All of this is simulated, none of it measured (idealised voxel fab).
Module name: voxel double patterning (process module)
For reference, the cross-section in this document is cut, with width 255 nm and square cells of 5 nm.
Throughout this document, each cross-section is represented as a grid of square cells and is presented as a sequence of bands enumerated from the top downward, where a band comprises one or more rows of cells. Heads up on the band format: heights come first, top then bottom, in nm. After that it's the materials left to right, each with its width in nm. A single material flagged "edge to edge" fills the whole band edge to edge, and "empty" means there's empty space there. All heights in this document are referenced to 0, defined as the level beneath which the wafer, as received, consists entirely of one material. The lowest band is not bounded below; it extends indefinitely downward and is written in the form "z 0 and below". A two-number width, for instance "30..40", indicates that the width is equal to the first number in the top row of the band and to the second number in the bottom row, and that it changes by a constant amount per row of cells. "nothing got changed" for a step: no cell of the cross-section changed in that step. Basically, "Enclosed void catalog" tells you about the enclosed voids: empty spaces with no open way to the top, 8 cells or bigger, each written width x height at distance, where distance is from the left edge, all in nm. If you see something after the settings on a step's line, that's the simulator's own remark about that step. overlay nm, on a step with a mask: how far to the right of its planned place the mask lay; to the left if negative.
The steps planned for the process are as follows:
step 1: RECEIVE [material Si]
step 2: CONFORMAL_DEP [material SiO2] [thk nm 10]
step 3: DIRECTIONAL_DEP [material W] [thk nm 15]
step 4: DIRECTIONAL_DEP [material SiCN] [thk nm 5]
step 5: DIRECTIONAL_DEP [material aC] [thk nm 15]
step 6: PATTERN [tone open] [mask id FIRST] [material resist] [width nm 15] [pitch nm 50] [thk nm 30] [overlay nm 0]
step 7: DIRECTIONAL_ETCH [etch materials aC] [depth nm 15]
step 8: STRIP [etch materials resist]
step 9: DIRECTIONAL_ETCH [etch materials SiCN] [depth nm 5]
step 10: STRIP [etch materials aC]
step 11: PATTERN [tone open] [mask id SECOND] [material resist] [width nm 15] [pitch nm 50] [thk nm 15] [overlay nm 0]
step 12: DIRECTIONAL_ETCH [etch materials SiCN] [depth nm 5]
step 13: STRIP [etch materials resist]
step 14: DIRECTIONAL_ETCH [etch materials W] [depth nm 15]
step 15: STRIP [etch materials SiCN]
Account of the first of two wafers, which was processed as intended:
So this is the incoming wafer in cross-section - it's already been through step 1:
    z 0 and below = Si edge to edge
    Enclosed void catalog: none
Step 2 complete: cross-section through the wafer:
    z 10 to 0 = SiO2 edge to edge
    For the remainder of the cross-section, below 0, there is no change.
Step 3 complete: cross-section through the wafer:
    z 25 to 10 = W edge to edge
    For the remainder of the cross-section, below 10, there is no change.
Step 4 complete: cross-section through the wafer:
    z 30 to 25 = SiCN edge to edge
    For the remainder of the cross-section, below 25, there is no change.
Step 5 complete: cross-section through the wafer:
    z 45 to 30 = aC edge to edge
    For the remainder of the cross-section, below 30, there is no change.
Step 6 complete: cross-section through the wafer:
    z 75 to 45 = 70 resist / 15 empty / 35 resist / 15 empty / 35 resist / 15 empty / 70 resist
    For the remainder of the cross-section, below 45, there is no change.
Step 7 complete: cross-section through the wafer:
    z 60 to 45 = 70 resist / 15 empty / 35 resist / 15 empty / 35 resist / 15 empty / 70 resist
    z 45 to 30 = 70 aC / 15 empty / 35 aC / 15 empty / 35 aC / 15 empty / 70 aC
    For the remainder of the cross-section, below 30, there is no change.
Step 8 complete: cross-section through the wafer:
    z 45 to 30 = 70 aC / 15 empty / 35 aC / 15 empty / 35 aC / 15 empty / 70 aC
    For the remainder of the cross-section, below 30, there is no change.
Step 9 complete: cross-section through the wafer:
    z 45 to 30 = 70 aC / 15 empty / 35 aC / 15 empty / 35 aC / 15 empty / 70 aC
    z 30 to 25 = 70 SiCN / 15 empty / 35 SiCN / 15 empty / 35 SiCN / 15 empty / 70 SiCN
    For the remainder of the cross-section, below 25, there is no change.
Step 10 complete: cross-section through the wafer:
    z 30 to 25 = 70 SiCN / 15 empty / 35 SiCN / 15 empty / 35 SiCN / 15 empty / 70 SiCN
    For the remainder of the cross-section, below 25, there is no change.
Step 11 complete: cross-section through the wafer:
    z 45 to 30 = 95 resist / 15 empty / 35 resist / 15 empty / 95 resist
    z 30 to 25 = 70 SiCN / 15 resist / 35 SiCN / 15 resist / 35 SiCN / 15 resist / 70 SiCN
    For the remainder of the cross-section, below 25, there is no change.
Step 12 complete: cross-section through the wafer:
    z 45 to 30 = 95 resist / 15 empty / 35 resist / 15 empty / 95 resist
    z 30 to 25 = 70 SiCN / 15 resist / 10 SiCN / 15 empty / 10 SiCN / 15 resist / 10 SiCN / 15 empty / 10 SiCN / 15 resist / 70 SiCN
    For the remainder of the cross-section, below 25, there is no change.
Step 13 complete: cross-section through the wafer:
    z 30 to 25 = 70 SiCN / 15 empty / 10 SiCN / 15 empty / 10 SiCN / 15 empty / 10 SiCN / 15 empty / 10 SiCN / 15 empty / 70 SiCN
    For the remainder of the cross-section, below 25, there is no change.
Step 14 complete: cross-section through the wafer:
    z 30 to 25 = 70 SiCN / 15 empty / 10 SiCN / 15 empty / 10 SiCN / 15 empty / 10 SiCN / 15 empty / 10 SiCN / 15 empty / 70 SiCN
    z 25 to 10 = 70 W / 15 empty / 10 W / 15 empty / 10 W / 15 empty / 10 W / 15 empty / 10 W / 15 empty / 70 W
    For the remainder of the cross-section, below 10, there is no change.
Step 15 complete: cross-section through the wafer:
    z 25 to 10 = 70 W / 15 empty / 10 W / 15 empty / 10 W / 15 empty / 10 W / 15 empty / 10 W / 15 empty / 70 W
    For the remainder of the cross-section, below 10, there is no change.
What follows concerns the second wafer, which started out like the first and was meant to follow the very same plan; one mistake crept in when it was run, but everything up to and including step 1 is the same as for the first wafer:
Cross-section of the second wafer when, according to plan, step 2 should have finished:
    z 15 to 0 = W edge to edge
    For the remainder of the cross-section, below 0, there is no change.
Cross-section of the second wafer when, according to plan, step 3 should have finished:
    z 25 to 15 = SiO2 edge to edge
    For the remainder of the cross-section, below 15, there is no change.
Cross-section of the second wafer when, according to plan, step 4 should have finished:
    z 30 to 25 = SiCN edge to edge
    For the remainder of the cross-section, below 25, there is no change.
Cross-section of the second wafer when, according to plan, step 5 should have finished:
    z 45 to 30 = aC edge to edge
    For the remainder of the cross-section, below 30, there is no change.
Cross-section of the second wafer when, according to plan, step 6 should have finished:
    z 75 to 45 = 70 resist / 15 empty / 35 resist / 15 empty / 35 resist / 15 empty / 70 resist
    For the remainder of the cross-section, below 45, there is no change.
Cross-section of the second wafer when, according to plan, step 7 should have finished:
    z 60 to 45 = 70 resist / 15 empty / 35 resist / 15 empty / 35 resist / 15 empty / 70 resist
    z 45 to 30 = 70 aC / 15 empty / 35 aC / 15 empty / 35 aC / 15 empty / 70 aC
    For the remainder of the cross-section, below 30, there is no change.
Cross-section of the second wafer when, according to plan, step 8 should have finished:
    z 45 to 30 = 70 aC / 15 empty / 35 aC / 15 empty / 35 aC / 15 empty / 70 aC
    For the remainder of the cross-section, below 30, there is no change.
Cross-section of the second wafer when, according to plan, step 9 should have finished:
    z 45 to 30 = 70 aC / 15 empty / 35 aC / 15 empty / 35 aC / 15 empty / 70 aC
    z 30 to 25 = 70 SiCN / 15 empty / 35 SiCN / 15 empty / 35 SiCN / 15 empty / 70 SiCN
    For the remainder of the cross-section, below 25, there is no change.
Cross-section of the second wafer when, according to plan, step 10 should have finished:
    z 30 to 25 = 70 SiCN / 15 empty / 35 SiCN / 15 empty / 35 SiCN / 15 empty / 70 SiCN
    For the remainder of the cross-section, below 25, there is no change.
Cross-section of the second wafer when, according to plan, step 11 should have finished:
    z 45 to 30 = 95 resist / 15 empty / 35 resist / 15 empty / 95 resist
    z 30 to 25 = 70 SiCN / 15 resist / 35 SiCN / 15 resist / 35 SiCN / 15 resist / 70 SiCN
    For the remainder of the cross-section, below 25, there is no change.
Cross-section of the second wafer when, according to plan, step 12 should have finished:
    z 45 to 30 = 95 resist / 15 empty / 35 resist / 15 empty / 95 resist
    z 30 to 25 = 70 SiCN / 15 resist / 10 SiCN / 15 empty / 10 SiCN / 15 resist / 10 SiCN / 15 empty / 10 SiCN / 15 resist / 70 SiCN
    For the remainder of the cross-section, below 25, there is no change.
Cross-section of the second wafer when, according to plan, step 13 should have finished:
    z 30 to 25 = 70 SiCN / 15 empty / 10 SiCN / 15 empty / 10 SiCN / 15 empty / 10 SiCN / 15 empty / 10 SiCN / 15 empty / 70 SiCN
    For the remainder of the cross-section, below 25, there is no change.
Cross-section of the second wafer when, according to plan, step 14 should have finished: nothing got changed
Cross-section of the second wafer when, according to plan, step 15 should have finished:
    z 25 to 15 = SiO2 edge to edge
    For the remainder of the cross-section, below 15, there is no change.
It is concluded that the wafer was processed incorrectly with respect to the plan, in that transposition of steps 2 and 3 relative to the planned sequence
Final wafer comparison in cells, second versus first, more or fewer per material: 45 more of W
